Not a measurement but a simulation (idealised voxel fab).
Process module in this document: voxel gate over fins
The cross-section on display is named cut; it measures 220 nm wide, and its cells are 5 nm squares.
Just so we're on the same page, the cross-sections are grids of square cells, and they're listed out in bands top to bottom, each band one or more rows deep. In this notation a band is specified by the heights of its top and bottom, in that order and in nm, after which its materials appear from left to right, each paired with its width in nm. The word "throughout" attached to a single material means that material fills the band from edge to edge; the word "empty" stands for empty space. Convention: height 0 is the level below which the wafer, as received, is all one material. The lowest band does not terminate at the bottom but continues downward, represented as "0..down". Width spec "30 to 40" -> top row of cells at first value, bottom row at second value, equal per-row change in between. Step note "remained unchanged" = no cross-section cell changed. The label "Closed internal voids" introduces a list of the empty spaces, 8 cells or larger, that have no open way up to the top; each entry in it reads width x height at distance, where the distance is taken from the left edge and all three are stated in nm. Whatever follows a step's settings on its line is a remark the simulator itself makes about that step. overlay nm: mask offset rightward from planned place, masked step; negative means leftward offset.
-- Steps planned for the process
- 1: RECEIVE (material Si)
- 2: CONFORMAL_DEP (material SiN; thk nm 5)
- 3: DIRECTIONAL_DEP (material aC; thk nm 10)
- 4: PATTERN (tone cover; mask id FINS; material resist; width nm 15; pitch nm 40; thk nm 25; overlay nm 0)
- 5: DIRECTIONAL_ETCH (etch materials aC; depth nm 10)
- 6: STRIP (etch materials resist)
- 7: DIRECTIONAL_ETCH (etch materials SiN; depth nm 5)
- 8: DIRECTIONAL_ETCH (etch materials Si; depth nm 30)
- 9: STRIP (etch materials aC)
- 10: FILL_DEP (material SiO2; thk nm 10)
- 11: CMP (height nm 5)
- 12: SELECTIVE_ETCH (etch materials SiO2; depth nm 20)
- 13: STRIP (etch materials SiN)
- 14: CONFORMAL_DEP (material HfO2; thk nm 5)
- 15: CONFORMAL_DEP (material TiN; thk nm 5)
- 16: FILL_DEP (material W; thk nm 15)
- 17: CMP (height nm 20)
- 18: CONFORMAL_DEP (material SiN; thk nm 5)
It is noted that the wafers described herein are identical at the outset and are distinguished by the thk nm of step 2; the value stated in the plan corresponds to the first wafer.
-- First wafer of several, as received: cross-section after step 1
	0..down | Si throughout
	Closed internal voids: none
-- Module finished, last step 18 done: cross-section of the first of several wafers
	25..20 | SiN throughout
	20..10 | W throughout
	10..5 | W=70, TiN=35, W=5, TiN=35, W=75
	5..0 | W=70, TiN=5, HfO2=25, TiN=5, W=5, TiN=5, HfO2=25, TiN=5, W=75
	0..-5 | W=70, TiN=5, HfO2=5, Si=15, HfO2=5, TiN=5, W=5, TiN=5, HfO2=5, Si=15, HfO2=5, TiN=5, W=75
	-5..-10 | TiN=75, HfO2=5, Si=15, HfO2=5, TiN=15, HfO2=5, Si=15, HfO2=5, TiN=80
	-10..-15 | HfO2=80, Si=15, HfO2=25, Si=15, HfO2=85
	-15..-30 | SiO2=80, Si=15, SiO2=25, Si=15, SiO2=85
	-30..down | Si throughout
	Closed internal voids: none
-- Final wafer of several, shown in cross-section at the end of the module
	25..20 | SiN throughout
	20..10 | W throughout
	10..5 | TiN throughout
	5..0 | HfO2 throughout
	0..down | Si throughout
	Closed internal voids: none
-- Where each wafer stands at the end of the module, a row apiece: cells of each material gained (+) or lost (-) since it was received, then closed voids
thk nm 5 | +56 HfO2 | -228 Si | +44 SiN | +114 SiO2 | +56 TiN | +178 W | Closed internal voids: none
thk nm 10 | +44 HfO2 | +44 SiN | +44 TiN | +88 W | Closed internal voids: none
thk nm 15 | +44 HfO2 | +44 SiN | +44 TiN | +88 W | Closed internal voids: none
thk nm 20 | +44 HfO2 | +44 SiN | +44 TiN | +88 W | Closed internal voids: none
